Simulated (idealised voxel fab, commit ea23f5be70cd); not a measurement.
Process module, titled voxel wiring stack
We display cut, a cross-section 240 nm in width whose square cells are each 5 nm.
Each cross-section below is a grid of square cells, stated as bands in top-down order, with one or more rows of cells making up each band.
It is stipulated that each band's entry specify, in nanometres, the height of the top of the band and then that of its bottom, followed by the materials of the band in left-to-right sequence, each together with its width in nanometres. A single material marked by the word "full width" is understood to fill the band from edge to edge; the word "blank" is understood to denote empty space.
Ref level 0: as-received wafer is one material below here. Bottom band extends down with no lower bound ("0 nm and below").
A width given as "30 to 40" starts at the first number in the band's top row and ends at the second number in its bottom row, shifting by an equal amount at every step from row to row.
Where a step carries "nothing was modified", the cross-section came out of it unchanged, cell for cell.
The label "Closed cavity list" introduces a list of the empty spaces, 8 cells or larger, that have no open way up to the top; each entry in it reads width x height at distance, where the distance is taken from the left edge and all three are stated in nm.
If you see something after the settings on a step's line, that's the simulator's own remark about that step.
overlay nm, on a step with a mask: how far to the right of its planned place the mask lay; to the left if negative

**So here's the lineup of process steps we planned**
- 1: RECEIVE (material Si)
- 2: CONFORMAL_DEP (material SiO2; thk nm 15)
- 3: DIRECTIONAL_DEP (material TiN; thk nm 5)
- 4: DIRECTIONAL_DEP (material W; thk nm 20)
- 5: PATTERN (tone cover; mask id METAL_1; material resist; width nm 25; pitch nm 45; thk nm 15; overlay nm 0)
- 6: DIRECTIONAL_ETCH (etch materials W; depth nm 20)
- 7: DIRECTIONAL_ETCH (etch materials TiN; depth nm 5)
- 8: STRIP (etch materials resist)
- 9: FILL_DEP (material SiO2; thk nm 10)
- 10: CMP (height nm 40)
- 11: CONFORMAL_DEP (material SiCN; thk nm 5)
- 12: DIRECTIONAL_DEP (material SiO2; thk nm 25)
- 13: MASKED_ETCH (tone open; mask id METAL_2_HOLES; width nm 15; pitch nm 90; etch materials SiO2; depth nm 25; overlay nm 0)
- 14: PATTERN (tone open; mask id METAL_2; material resist; width nm 25; pitch nm 45; thk nm 15; overlay nm 0)
- 15: DIRECTIONAL_ETCH (etch materials SiO2; depth nm 15)
- 16: DIRECTIONAL_ETCH (etch materials SiCN; depth nm 5)
- 17: STRIP (etch materials resist)
- 18: CONFORMAL_DEP (material TiN; thk nm 5)
- 19: FILL_DEP (material Cu; thk nm 10)
- 20: CMP (height nm 70)
- 21: CONFORMAL_DEP (material SiCN; thk nm 5)
- 22: DIRECTIONAL_DEP (material SiO2; thk nm 35)
- 23: DIRECTIONAL_DEP (material aC; thk nm 15)
- 24: PATTERN (tone open; mask id METAL_3; material resist; width nm 25; pitch nm 45; thk nm 35; overlay nm 0)
- 25: DIRECTIONAL_ETCH (etch materials aC; depth nm 15)
- 26: STRIP (etch materials resist)
- 27: DIRECTIONAL_ETCH (etch materials SiO2; depth nm 20)
- 28: STRIP (etch materials aC)
- 29: PATTERN (tone open; mask id METAL_3_HOLES; material resist; width nm 15; pitch nm 90; thk nm 20; overlay nm 0)
- 30: DIRECTIONAL_ETCH (etch materials SiO2; depth nm 15)
- 31: DIRECTIONAL_ETCH (etch materials SiCN; depth nm 5)
- 32: STRIP (etch materials resist)
- 33: CONFORMAL_DEP (material TiN; thk nm 5)
- 34: FILL_DEP (material Ru; thk nm 10)
- 35: CMP (height nm 110)
- 36: CONFORMAL_DEP (material SiCN; thk nm 5)
- 37: DIRECTIONAL_DEP (material SiO2; thk nm 25)
- 38: DIRECTIONAL_DEP (material aC; thk nm 15)
- 39: PATTERN (tone open; mask id METAL_4; material resist; width nm 25; pitch nm 45; thk nm 30; overlay nm 0)
- 40: DIRECTIONAL_ETCH (etch materials aC; depth nm 15)
- 41: STRIP (etch materials resist)
- 42: DIRECTIONAL_ETCH (etch materials SiO2; depth nm 15)
- 43: STRIP (etch materials aC)
- 44: PATTERN (tone open; mask id METAL_4_HOLES; material resist; width nm 15; pitch nm 90; thk nm 20; overlay nm 0)
- 45: DIRECTIONAL_ETCH (etch materials SiO2; depth nm 10)
- 46: DIRECTIONAL_ETCH (etch materials SiCN; depth nm 5)
- 47: STRIP (etch materials resist)
- 48: CONFORMAL_DEP (material TiN; thk nm 5)
- 49: FILL_DEP (material Cu; thk nm 10)
- 50: CMP (height nm 140)
- 51: CONFORMAL_DEP (material SiN; thk nm 5)

**First wafer, two in total, run as planned**

**Cross-section of the incoming wafer, state after step 1**
- 0 nm and below = Si full width
- Closed cavity list: none

**Take a look at the wafer's cross-section after step 2**
- 15 nm to 0 nm = SiO2 full width
- Heights below 0 show no change.

**Take a look at the wafer's cross-section after step 3**
- 20 nm to 15 nm = TiN full width
- Heights below 15 show no change.

**Take a look at the wafer's cross-section after step 4**
- 40 nm to 20 nm = W full width
- Heights below 20 show no change.

**Take a look at the wafer's cross-section after step 5**
- 55 nm to 40 nm = blank (60); resist (25); blank (20); resist (25); blank (20); resist (25); blank (65)
- Heights below 40 show no change.

**Take a look at the wafer's cross-section after step 6**
- 55 nm to 40 nm = blank (60); resist (25); blank (20); resist (25); blank (20); resist (25); blank (65)
- 40 nm to 20 nm = blank (60); W (25); blank (20); W (25); blank (20); W (25); blank (65)
- Heights below 20 show no change.

**Take a look at the wafer's cross-section after step 7**
- 55 nm to 40 nm = blank (60); resist (25); blank (20); resist (25); blank (20); resist (25); blank (65)
- 40 nm to 20 nm = blank (60); W (25); blank (20); W (25); blank (20); W (25); blank (65)
- 20 nm to 15 nm = blank (60); TiN (25); blank (20); TiN (25); blank (20); TiN (25); blank (65)
- Heights below 15 show no change.

**Take a look at the wafer's cross-section after step 8**
- 40 nm to 20 nm = blank (60); W (25); blank (20); W (25); blank (20); W (25); blank (65)
- Heights below 20 show no change.

**Take a look at the wafer's cross-section after step 9**
- 50 nm to 40 nm = SiO2 full width
- 40 nm to 20 nm = SiO2 (60); W (25); SiO2 (20); W (25); SiO2 (20); W (25); SiO2 (65)
- 20 nm to 15 nm = SiO2 (60); TiN (25); SiO2 (20); TiN (25); SiO2 (20); TiN (25); SiO2 (65)
- Heights below 15 show no change.

**Take a look at the wafer's cross-section after step 10**
- 40 nm to 20 nm = SiO2 (60); W (25); SiO2 (20); W (25); SiO2 (20); W (25); SiO2 (65)
- Heights below 20 show no change.

**Take a look at the wafer's cross-section after step 11**
- 45 nm to 40 nm = SiCN full width
- Heights below 40 show no change.

**Take a look at the wafer's cross-section after step 12**
- 70 nm to 45 nm = SiO2 full width
- Heights below 45 show no change.

**Take a look at the wafer's cross-section after step 13**
- 70 nm to 45 nm = SiO2 (60); blank (15); SiO2 (75); blank (15); SiO2 (75)
- Heights below 45 show no change.

**Take a look at the wafer's cross-section after step 14**
- 85 nm to 70 nm = resist (60); blank (25); resist (20); blank (25); resist (20); blank (25); resist (65)
- Heights below 70 show no change.

**Take a look at the wafer's cross-section after step 15**
- 85 nm to 70 nm = resist (60); blank (25); resist (20); blank (25); resist (20); blank (25); resist (65)
- 70 nm to 55 nm = SiO2 (60); blank (25); SiO2 (20); blank (25); SiO2 (20); blank (25); SiO2 (65)
- Heights below 55 show no change.

**Take a look at the wafer's cross-section after step 16**
- 85 nm to 70 nm = resist (60); blank (25); resist (20); blank (25); resist (20); blank (25); resist (65)
- 70 nm to 55 nm = SiO2 (60); blank (25); SiO2 (20); blank (25); SiO2 (20); blank (25); SiO2 (65)
- 55 nm to 45 nm = SiO2 (60); blank (15); SiO2 (75); blank (15); SiO2 (75)
- 45 nm to 40 nm = SiCN (60); blank (15); SiCN (75); blank (15); SiCN (75)
- Heights below 40 show no change.

**Take a look at the wafer's cross-section after step 17**
- 70 nm to 55 nm = SiO2 (60); blank (25); SiO2 (20); blank (25); SiO2 (20); blank (25); SiO2 (65)
- Heights below 55 show no change.

**Take a look at the wafer's cross-section after step 18**
- 75 nm to 70 nm = TiN (65); blank (15); TiN (30); blank (15); TiN (30); blank (15); TiN (70)
- 70 nm to 60 nm = SiO2 (60); TiN (5); blank (15); TiN (5); SiO2 (20); TiN (5); blank (15); TiN (5); SiO2 (20); TiN (5); blank (15); TiN (5); SiO2 (65)
- 60 nm to 55 nm = SiO2 (60); TiN (5); blank (5); TiN (15); SiO2 (20); TiN (25); SiO2 (20); TiN (5); blank (5); TiN (15); SiO2 (65)
- 55 nm to 45 nm = SiO2 (60); TiN (5); blank (5); TiN (5); SiO2 (75); TiN (5); blank (5); TiN (5); SiO2 (75)
- 45 nm to 40 nm = SiCN (60); TiN (15); SiCN (75); TiN (15); SiCN (75)
- Heights below 40 show no change.

**Take a look at the wafer's cross-section after step 19**
- 85 nm to 75 nm = Cu full width
- 75 nm to 70 nm = TiN (65); Cu (15); TiN (30); Cu (15); TiN (30); Cu (15); TiN (70)
- 70 nm to 60 nm = SiO2 (60); TiN (5); Cu (15); TiN (5); SiO2 (20); TiN (5); Cu (15); TiN (5); SiO2 (20); TiN (5); Cu (15); TiN (5); SiO2 (65)
- 60 nm to 55 nm = SiO2 (60); TiN (5); Cu (5); TiN (15); SiO2 (20); TiN (25); SiO2 (20); TiN (5); Cu (5); TiN (15); SiO2 (65)
- 55 nm to 45 nm = SiO2 (60); TiN (5); Cu (5); TiN (5); SiO2 (75); TiN (5); Cu (5); TiN (5); SiO2 (75)
- Heights below 45 show no change.

**Take a look at the wafer's cross-section after step 20**
- 70 nm to 60 nm = SiO2 (60); TiN (5); Cu (15); TiN (5); SiO2 (20); TiN (5); Cu (15); TiN (5); SiO2 (20); TiN (5); Cu (15); TiN (5); SiO2 (65)
- Heights below 60 show no change.

**Take a look at the wafer's cross-section after step 21**
- 75 nm to 70 nm = SiCN full width
- Heights below 70 show no change.

**Take a look at the wafer's cross-section after step 22**
- 110 nm to 75 nm = SiO2 full width
- Heights below 75 show no change.

**Take a look at the wafer's cross-section after step 23**
- 125 nm to 110 nm = aC full width
- Heights below 110 show no change.

**Take a look at the wafer's cross-section after step 24**
- 160 nm to 125 nm = resist (60); blank (25); resist (20); blank (25); resist (20); blank (25); resist (65)
- Heights below 125 show no change.

**Take a look at the wafer's cross-section after step 25**
- 145 nm to 125 nm = resist (60); blank (25); resist (20); blank (25); resist (20); blank (25); resist (65)
- 125 nm to 110 nm = aC (60); blank (25); aC (20); blank (25); aC (20); blank (25); aC (65)
- Heights below 110 show no change.

**Take a look at the wafer's cross-section after step 26**
- 125 nm to 110 nm = aC (60); blank (25); aC (20); blank (25); aC (20); blank (25); aC (65)
- Heights below 110 show no change.

**Take a look at the wafer's cross-section after step 27**
- 125 nm to 110 nm = aC (60); blank (25); aC (20); blank (25); aC (20); blank (25); aC (65)
- 110 nm to 90 nm = SiO2 (60); blank (25); SiO2 (20); blank (25); SiO2 (20); blank (25); SiO2 (65)
- Heights below 90 show no change.

**Take a look at the wafer's cross-section after step 28**
- 110 nm to 90 nm = SiO2 (60); blank (25); SiO2 (20); blank (25); SiO2 (20); blank (25); SiO2 (65)
- Heights below 90 show no change.

**Take a look at the wafer's cross-section after step 29**
- 130 nm to 110 nm = resist (60); blank (15); resist (75); blank (15); resist (75)
- 110 nm to 90 nm = SiO2 (60); blank (15); resist (10); SiO2 (20); resist (25); SiO2 (20); blank (15); resist (10); SiO2 (65)
- Heights below 90 show no change.

**Take a look at the wafer's cross-section after step 30**
- 130 nm to 110 nm = resist (60); blank (15); resist (75); blank (15); resist (75)
- 110 nm to 90 nm = SiO2 (60); blank (15); resist (10); SiO2 (20); resist (25); SiO2 (20); blank (15); resist (10); SiO2 (65)
- 90 nm to 75 nm = SiO2 (60); blank (15); SiO2 (75); blank (15); SiO2 (75)
- Heights below 75 show no change.

**Take a look at the wafer's cross-section after step 31**
- 130 nm to 110 nm = resist (60); blank (15); resist (75); blank (15); resist (75)
- 110 nm to 90 nm = SiO2 (60); blank (15); resist (10); SiO2 (20); resist (25); SiO2 (20); blank (15); resist (10); SiO2 (65)
- 90 nm to 75 nm = SiO2 (60); blank (15); SiO2 (75); blank (15); SiO2 (75)
- 75 nm to 70 nm = SiCN (60); blank (15); SiCN (75); blank (15); SiCN (75)
- Heights below 70 show no change.

**Take a look at the wafer's cross-section after step 32**
- 110 nm to 90 nm = SiO2 (60); blank (25); SiO2 (20); blank (25); SiO2 (20); blank (25); SiO2 (65)
- Heights below 90 show no change.

**Take a look at the wafer's cross-section after step 33**
- 115 nm to 110 nm = TiN (65); blank (15); TiN (30); blank (15); TiN (30); blank (15); TiN (70)
- 110 nm to 95 nm = SiO2 (60); TiN (5); blank (15); TiN (5); SiO2 (20); TiN (5); blank (15); TiN (5); SiO2 (20); TiN (5); blank (15); TiN (5); SiO2 (65)
- 95 nm to 90 nm = SiO2 (60); TiN (5); blank (5); TiN (15); SiO2 (20); TiN (25); SiO2 (20); TiN (5); blank (5); TiN (15); SiO2 (65)
- 90 nm to 75 nm = SiO2 (60); TiN (5); blank (5); TiN (5); SiO2 (75); TiN (5); blank (5); TiN (5); SiO2 (75)
- 75 nm to 70 nm = SiCN (60); TiN (15); SiCN (75); TiN (15); SiCN (75)
- Heights below 70 show no change.

**Take a look at the wafer's cross-section after step 34**
- 125 nm to 115 nm = Ru full width
- 115 nm to 110 nm = TiN (65); Ru (15); TiN (30); Ru (15); TiN (30); Ru (15); TiN (70)
- 110 nm to 95 nm = SiO2 (60); TiN (5); Ru (15); TiN (5); SiO2 (20); TiN (5); Ru (15); TiN (5); SiO2 (20); TiN (5); Ru (15); TiN (5); SiO2 (65)
- 95 nm to 90 nm = SiO2 (60); TiN (5); Ru (5); TiN (15); SiO2 (20); TiN (25); SiO2 (20); TiN (5); Ru (5); TiN (15); SiO2 (65)
- 90 nm to 75 nm = SiO2 (60); TiN (5); Ru (5); TiN (5); SiO2 (75); TiN (5); Ru (5); TiN (5); SiO2 (75)
- Heights below 75 show no change.

**Take a look at the wafer's cross-section after step 35**
- 110 nm to 95 nm = SiO2 (60); TiN (5); Ru (15); TiN (5); SiO2 (20); TiN (5); Ru (15); TiN (5); SiO2 (20); TiN (5); Ru (15); TiN (5); SiO2 (65)
- Heights below 95 show no change.

**Take a look at the wafer's cross-section after step 36**
- 115 nm to 110 nm = SiCN full width
- Heights below 110 show no change.

**Take a look at the wafer's cross-section after step 37**
- 140 nm to 115 nm = SiO2 full width
- Heights below 115 show no change.

**Take a look at the wafer's cross-section after step 38**
- 155 nm to 140 nm = aC full width
- Heights below 140 show no change.

**Take a look at the wafer's cross-section after step 39**
- 185 nm to 155 nm = resist (60); blank (25); resist (20); blank (25); resist (20); blank (25); resist (65)
- Heights below 155 show no change.

**Take a look at the wafer's cross-section after step 40**
- 170 nm to 155 nm = resist (60); blank (25); resist (20); blank (25); resist (20); blank (25); resist (65)
- 155 nm to 140 nm = aC (60); blank (25); aC (20); blank (25); aC (20); blank (25); aC (65)
- Heights below 140 show no change.

**Take a look at the wafer's cross-section after step 41**
- 155 nm to 140 nm = aC (60); blank (25); aC (20); blank (25); aC (20); blank (25); aC (65)
- Heights below 140 show no change.

**Take a look at the wafer's cross-section after step 42**
- 155 nm to 140 nm = aC (60); blank (25); aC (20); blank (25); aC (20); blank (25); aC (65)
- 140 nm to 125 nm = SiO2 (60); blank (25); SiO2 (20); blank (25); SiO2 (20); blank (25); SiO2 (65)
- Heights below 125 show no change.

**Take a look at the wafer's cross-section after step 43**
- 140 nm to 125 nm = SiO2 (60); blank (25); SiO2 (20); blank (25); SiO2 (20); blank (25); SiO2 (65)
- Heights below 125 show no change.

**Take a look at the wafer's cross-section after step 44**
- 160 nm to 140 nm = resist (60); blank (15); resist (75); blank (15); resist (75)
- 140 nm to 125 nm = SiO2 (60); blank (15); resist (10); SiO2 (20); resist (25); SiO2 (20); blank (15); resist (10); SiO2 (65)
- Heights below 125 show no change.

**Take a look at the wafer's cross-section after step 45**
- 160 nm to 140 nm = resist (60); blank (15); resist (75); blank (15); resist (75)
- 140 nm to 125 nm = SiO2 (60); blank (15); resist (10); SiO2 (20); resist (25); SiO2 (20); blank (15); resist (10); SiO2 (65)
- 125 nm to 115 nm = SiO2 (60); blank (15); SiO2 (75); blank (15); SiO2 (75)
- Heights below 115 show no change.

**Take a look at the wafer's cross-section after step 46**
- 160 nm to 140 nm = resist (60); blank (15); resist (75); blank (15); resist (75)
- 140 nm to 125 nm = SiO2 (60); blank (15); resist (10); SiO2 (20); resist (25); SiO2 (20); blank (15); resist (10); SiO2 (65)
- 125 nm to 115 nm = SiO2 (60); blank (15); SiO2 (75); blank (15); SiO2 (75)
- 115 nm to 110 nm = SiCN (60); blank (15); SiCN (75); blank (15); SiCN (75)
- Heights below 110 show no change.

**Take a look at the wafer's cross-section after step 47**
- 140 nm to 125 nm = SiO2 (60); blank (25); SiO2 (20); blank (25); SiO2 (20); blank (25); SiO2 (65)
- Heights below 125 show no change.

**Take a look at the wafer's cross-section after step 48**
- 145 nm to 140 nm = TiN (65); blank (15); TiN (30); blank (15); TiN (30); blank (15); TiN (70)
- 140 nm to 130 nm = SiO2 (60); TiN (5); blank (15); TiN (5); SiO2 (20); TiN (5); blank (15); TiN (5); SiO2 (20); TiN (5); blank (15); TiN (5); SiO2 (65)
- 130 nm to 125 nm = SiO2 (60); TiN (5); blank (5); TiN (15); SiO2 (20); TiN (25); SiO2 (20); TiN (5); blank (5); TiN (15); SiO2 (65)
- 125 nm to 115 nm = SiO2 (60); TiN (5); blank (5); TiN (5); SiO2 (75); TiN (5); blank (5); TiN (5); SiO2 (75)
- 115 nm to 110 nm = SiCN (60); TiN (15); SiCN (75); TiN (15); SiCN (75)
- Heights below 110 show no change.

**Take a look at the wafer's cross-section after step 49**
- 155 nm to 145 nm = Cu full width
- 145 nm to 140 nm = TiN (65); Cu (15); TiN (30); Cu (15); TiN (30); Cu (15); TiN (70)
- 140 nm to 130 nm = SiO2 (60); TiN (5); Cu (15); TiN (5); SiO2 (20); TiN (5); Cu (15); TiN (5); SiO2 (20); TiN (5); Cu (15); TiN (5); SiO2 (65)
- 130 nm to 125 nm = SiO2 (60); TiN (5); Cu (5); TiN (15); SiO2 (20); TiN (25); SiO2 (20); TiN (5); Cu (5); TiN (15); SiO2 (65)
- 125 nm to 115 nm = SiO2 (60); TiN (5); Cu (5); TiN (5); SiO2 (75); TiN (5); Cu (5); TiN (5); SiO2 (75)
- Heights below 115 show no change.

**Take a look at the wafer's cross-section after step 50**
- 140 nm to 130 nm = SiO2 (60); TiN (5); Cu (15); TiN (5); SiO2 (20); TiN (5); Cu (15); TiN (5); SiO2 (20); TiN (5); Cu (15); TiN (5); SiO2 (65)
- Heights below 130 show no change.

**Take a look at the wafer's cross-section after step 51**
- 145 nm to 140 nm = SiN full width
- Heights below 140 show no change.

**Wafer two: like wafer one in start and plan, but with one mistake in execution; identical up to and including step 23**

**when step 24 should have ended**
- 160 nm to 125 nm = resist (70); blank (25); resist (20); blank (25); resist (20); blank (25); resist (55)
- Heights below 125 show no change.

**when step 25 should have ended**
- 145 nm to 125 nm = resist (70); blank (25); resist (20); blank (25); resist (20); blank (25); resist (55)
- 125 nm to 110 nm = aC (70); blank (25); aC (20); blank (25); aC (20); blank (25); aC (55)
- Heights below 110 show no change.

**when step 26 should have ended**
- 125 nm to 110 nm = aC (70); blank (25); aC (20); blank (25); aC (20); blank (25); aC (55)
- Heights below 110 show no change.

**when step 27 should have ended**
- 125 nm to 110 nm = aC (70); blank (25); aC (20); blank (25); aC (20); blank (25); aC (55)
- 110 nm to 90 nm = SiO2 (70); blank (25); SiO2 (20); blank (25); SiO2 (20); blank (25); SiO2 (55)
- Heights below 90 show no change.

**when step 28 should have ended**
- 110 nm to 90 nm = SiO2 (70); blank (25); SiO2 (20); blank (25); SiO2 (20); blank (25); SiO2 (55)
- Heights below 90 show no change.

**when step 29 should have ended**
- 130 nm to 110 nm = resist (60); blank (15); resist (75); blank (15); resist (75)
- 110 nm to 90 nm = SiO2 (70); blank (5); resist (20); SiO2 (20); resist (25); SiO2 (20); blank (5); resist (20); SiO2 (55)
- Heights below 90 show no change.

**when step 30 should have ended**
- 130 nm to 110 nm = resist (60); blank (15); resist (75); blank (15); resist (75)
- 110 nm to 95 nm = SiO2 (60); blank (15); resist (20); SiO2 (20); resist (25); SiO2 (10); blank (15); resist (20); SiO2 (55)
- 95 nm to 90 nm = SiO2 (70); blank (5); resist (20); SiO2 (20); resist (25); SiO2 (20); blank (5); resist (20); SiO2 (55)
- 90 nm to 75 nm = SiO2 (70); blank (5); SiO2 (85); blank (5); SiO2 (75)
- Heights below 75 show no change.

**when step 31 should have ended**
- 130 nm to 110 nm = resist (60); blank (15); resist (75); blank (15); resist (75)
- 110 nm to 95 nm = SiO2 (60); blank (15); resist (20); SiO2 (20); resist (25); SiO2 (10); blank (15); resist (20); SiO2 (55)
- 95 nm to 90 nm = SiO2 (70); blank (5); resist (20); SiO2 (20); resist (25); SiO2 (20); blank (5); resist (20); SiO2 (55)
- 90 nm to 75 nm = SiO2 (70); blank (5); SiO2 (85); blank (5); SiO2 (75)
- 75 nm to 70 nm = SiCN (70); blank (5); SiCN (85); blank (5); SiCN (75)
- Heights below 70 show no change.

**when step 32 should have ended**
- 110 nm to 95 nm = SiO2 (60); blank (35); SiO2 (20); blank (25); SiO2 (10); blank (35); SiO2 (55)
- 95 nm to 90 nm = SiO2 (70); blank (25); SiO2 (20); blank (25); SiO2 (20); blank (25); SiO2 (55)
- Heights below 90 show no change.

**when step 33 should have ended**
- 115 nm to 110 nm = TiN (65); blank (25); TiN (30); blank (15); TiN (20); blank (25); TiN (60)
- 110 nm to 100 nm = SiO2 (60); TiN (5); blank (25); TiN (5); SiO2 (20); TiN (5); blank (15); TiN (5); SiO2 (10); TiN (5); blank (25); TiN (5); SiO2 (55)
- 100 nm to 95 nm = SiO2 (60); TiN (15); blank (15); TiN (5); SiO2 (20); TiN (5); blank (15); TiN (5); SiO2 (10); TiN (15); blank (15); TiN (5); SiO2 (55)
- 95 nm to 90 nm = SiO2 (70); TiN (25); SiO2 (20); TiN (25); SiO2 (20); TiN (25); SiO2 (55)
- 90 nm to 75 nm = SiO2 (70); TiN (5); SiO2 (85); TiN (5); SiO2 (75)
- 75 nm to 70 nm = SiCN (70); TiN (5); SiCN (85); TiN (5); SiCN (75)
- Heights below 70 show no change.

**when step 34 should have ended**
- 125 nm to 115 nm = Ru full width
- 115 nm to 110 nm = TiN (65); Ru (25); TiN (30); Ru (15); TiN (20); Ru (25); TiN (60)
- 110 nm to 100 nm = SiO2 (60); TiN (5); Ru (25); TiN (5); SiO2 (20); TiN (5); Ru (15); TiN (5); SiO2 (10); TiN (5); Ru (25); TiN (5); SiO2 (55)
- 100 nm to 95 nm = SiO2 (60); TiN (15); Ru (15); TiN (5); SiO2 (20); TiN (5); Ru (15); TiN (5); SiO2 (10); TiN (15); Ru (15); TiN (5); SiO2 (55)
- Heights below 95 show no change.

**when step 35 should have ended**
- 110 nm to 100 nm = SiO2 (60); TiN (5); Ru (25); TiN (5); SiO2 (20); TiN (5); Ru (15); TiN (5); SiO2 (10); TiN (5); Ru (25); TiN (5); SiO2 (55)
- Heights below 100 show no change.

**when step 36 should have ended**
- 115 nm to 110 nm = SiCN full width
- Heights below 110 show no change.

**when step 37 should have ended**
- 140 nm to 115 nm = SiO2 full width
- Heights below 115 show no change.

**when step 38 should have ended**
- 155 nm to 140 nm = aC full width
- Heights below 140 show no change.

**when step 39 should have ended**
- 185 nm to 155 nm = resist (60); blank (25); resist (20); blank (25); resist (20); blank (25); resist (65)
- Heights below 155 show no change.

**when step 40 should have ended**
- 170 nm to 155 nm = resist (60); blank (25); resist (20); blank (25); resist (20); blank (25); resist (65)
- 155 nm to 140 nm = aC (60); blank (25); aC (20); blank (25); aC (20); blank (25); aC (65)
- Heights below 140 show no change.

**when step 41 should have ended**
- 155 nm to 140 nm = aC (60); blank (25); aC (20); blank (25); aC (20); blank (25); aC (65)
- Heights below 140 show no change.

**when step 42 should have ended**
- 155 nm to 140 nm = aC (60); blank (25); aC (20); blank (25); aC (20); blank (25); aC (65)
- 140 nm to 125 nm = SiO2 (60); blank (25); SiO2 (20); blank (25); SiO2 (20); blank (25); SiO2 (65)
- Heights below 125 show no change.

**when step 43 should have ended**
- 140 nm to 125 nm = SiO2 (60); blank (25); SiO2 (20); blank (25); SiO2 (20); blank (25); SiO2 (65)
- Heights below 125 show no change.

**when step 44 should have ended**
- 160 nm to 140 nm = resist (60); blank (15); resist (75); blank (15); resist (75)
- 140 nm to 125 nm = SiO2 (60); blank (15); resist (10); SiO2 (20); resist (25); SiO2 (20); blank (15); resist (10); SiO2 (65)
- Heights below 125 show no change.

**when step 45 should have ended**
- 160 nm to 140 nm = resist (60); blank (15); resist (75); blank (15); resist (75)
- 140 nm to 125 nm = SiO2 (60); blank (15); resist (10); SiO2 (20); resist (25); SiO2 (20); blank (15); resist (10); SiO2 (65)
- 125 nm to 115 nm = SiO2 (60); blank (15); SiO2 (75); blank (15); SiO2 (75)
- Heights below 115 show no change.

**when step 46 should have ended**
- 160 nm to 140 nm = resist (60); blank (15); resist (75); blank (15); resist (75)
- 140 nm to 125 nm = SiO2 (60); blank (15); resist (10); SiO2 (20); resist (25); SiO2 (20); blank (15); resist (10); SiO2 (65)
- 125 nm to 115 nm = SiO2 (60); blank (15); SiO2 (75); blank (15); SiO2 (75)
- 115 nm to 110 nm = SiCN (60); blank (15); SiCN (75); blank (15); SiCN (75)
- Heights below 110 show no change.

**when step 47 should have ended**
- 140 nm to 125 nm = SiO2 (60); blank (25); SiO2 (20); blank (25); SiO2 (20); blank (25); SiO2 (65)
- Heights below 125 show no change.

**when step 48 should have ended**
- 145 nm to 140 nm = TiN (65); blank (15); TiN (30); blank (15); TiN (30); blank (15); TiN (70)
- 140 nm to 130 nm = SiO2 (60); TiN (5); blank (15); TiN (5); SiO2 (20); TiN (5); blank (15); TiN (5); SiO2 (20); TiN (5); blank (15); TiN (5); SiO2 (65)
- 130 nm to 125 nm = SiO2 (60); TiN (5); blank (5); TiN (15); SiO2 (20); TiN (25); SiO2 (20); TiN (5); blank (5); TiN (15); SiO2 (65)
- 125 nm to 115 nm = SiO2 (60); TiN (5); blank (5); TiN (5); SiO2 (75); TiN (5); blank (5); TiN (5); SiO2 (75)
- 115 nm to 110 nm = SiCN (60); TiN (15); SiCN (75); TiN (15); SiCN (75)
- Heights below 110 show no change.

**when step 49 should have ended**
- 155 nm to 145 nm = Cu full width
- 145 nm to 140 nm = TiN (65); Cu (15); TiN (30); Cu (15); TiN (30); Cu (15); TiN (70)
- 140 nm to 130 nm = SiO2 (60); TiN (5); Cu (15); TiN (5); SiO2 (20); TiN (5); Cu (15); TiN (5); SiO2 (20); TiN (5); Cu (15); TiN (5); SiO2 (65)
- 130 nm to 125 nm = SiO2 (60); TiN (5); Cu (5); TiN (15); SiO2 (20); TiN (25); SiO2 (20); TiN (5); Cu (5); TiN (15); SiO2 (65)
- 125 nm to 115 nm = SiO2 (60); TiN (5); Cu (5); TiN (5); SiO2 (75); TiN (5); Cu (5); TiN (5); SiO2 (75)
- Heights below 115 show no change.

**when step 50 should have ended**
- 140 nm to 130 nm = SiO2 (60); TiN (5); Cu (15); TiN (5); SiO2 (20); TiN (5); Cu (15); TiN (5); SiO2 (20); TiN (5); Cu (15); TiN (5); SiO2 (65)
- Heights below 130 show no change.

**when step 51 should have ended**
- 145 nm to 140 nm = SiN full width
- Heights below 140 show no change.
Diagnosis: it should be noted that step 24 was executed with settings other than those planned, the operation and settings actually applied being PATTERN (tone open; mask id METAL_3; material resist; width nm 25; pitch nm 45; thk nm 35; overlay nm 10)
Counted in cells at the end, the second wafer holds more or fewer of these materials than the first: 4 more of SiCN, 4 fewer of TiN
